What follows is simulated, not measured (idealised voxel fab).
process module | voxel spacer lines
cross-section cut | 300 nm wide | cells 5 nm
A cross-section is a grid of square cells, given in bands from the top down. A band is one or more rows of cells.
Each band's line starts with the height of the band's top and of its bottom, in nm. Then come its materials from left to right, each with its width in nm. One material with "throughout" fills the band from edge to edge. "air" is empty space.
Height 0 is the level under which the wafer as received is all one material. The lowest band goes on downwards, as in "0 down".
A width such as "30 to 40" changes by the same amount from each row of cells to the next, from the band's top row to its bottom row.
"no change" after a step means that no cell of the cross-section changed.
closed voids: empty space of 8 cells or more with no open way to the top, each as width x height at its distance from the left edge, in nm
after a step's settings: what the simulator itself notes on the step
overlay nm, on a step with a mask: how far to the right of its planned place the mask lay; to the left if negative
plan
1 op RECEIVE | material Si
2 op CONFORMAL_DEP | material SiO2 | thk nm 10
3 op DIRECTIONAL_DEP | material polySi | thk nm 15
4 op DIRECTIONAL_DEP | material aC | thk nm 25
5 op PATTERN | tone cover | mask id MANDREL | material resist | width nm 15 | pitch nm 50 | thk nm 30 | overlay nm -15
6 op DIRECTIONAL_ETCH | etch materials aC | depth nm 25
7 op STRIP | etch materials resist
8 op CONFORMAL_DEP | material SiN | thk nm 10
9 op DIRECTIONAL_ETCH | etch materials SiN | depth nm 10
10 op STRIP | etch materials aC
11 op DIRECTIONAL_ETCH | etch materials polySi | depth nm 15
12 op STRIP | etch materials SiN
13 op FILL_DEP | material lowk | thk nm 5
14 op CMP | height nm 25
varied across the wafers: overlay nm of step 5. The plan shows the first wafer's value. All wafers start alike
first wafer as received, after step 1
  0 down: Si throughout
  closed voids: none
each wafer at the end: cells of each material gained (+) or lost (-) since it was received, then its closed voids
overlay nm -15 | +120 SiO2 | +156 lowk | +24 polySi | closed voids: none
overlay nm -10 | +120 SiO2 | +156 lowk | +24 polySi | closed voids: none
overlay nm -5 | +120 SiO2 | +156 lowk | +24 polySi | closed voids: none
overlay nm 0 | +120 SiO2 | +156 lowk | +24 polySi | closed voids: none
overlay nm 5 | +120 SiO2 | +156 lowk | +24 polySi | closed voids: none
overlay nm 10 | +120 SiO2 | +156 lowk | +24 polySi | closed voids: none
overlay nm 15 | +120 SiO2 | +156 lowk | +24 polySi | closed voids: none
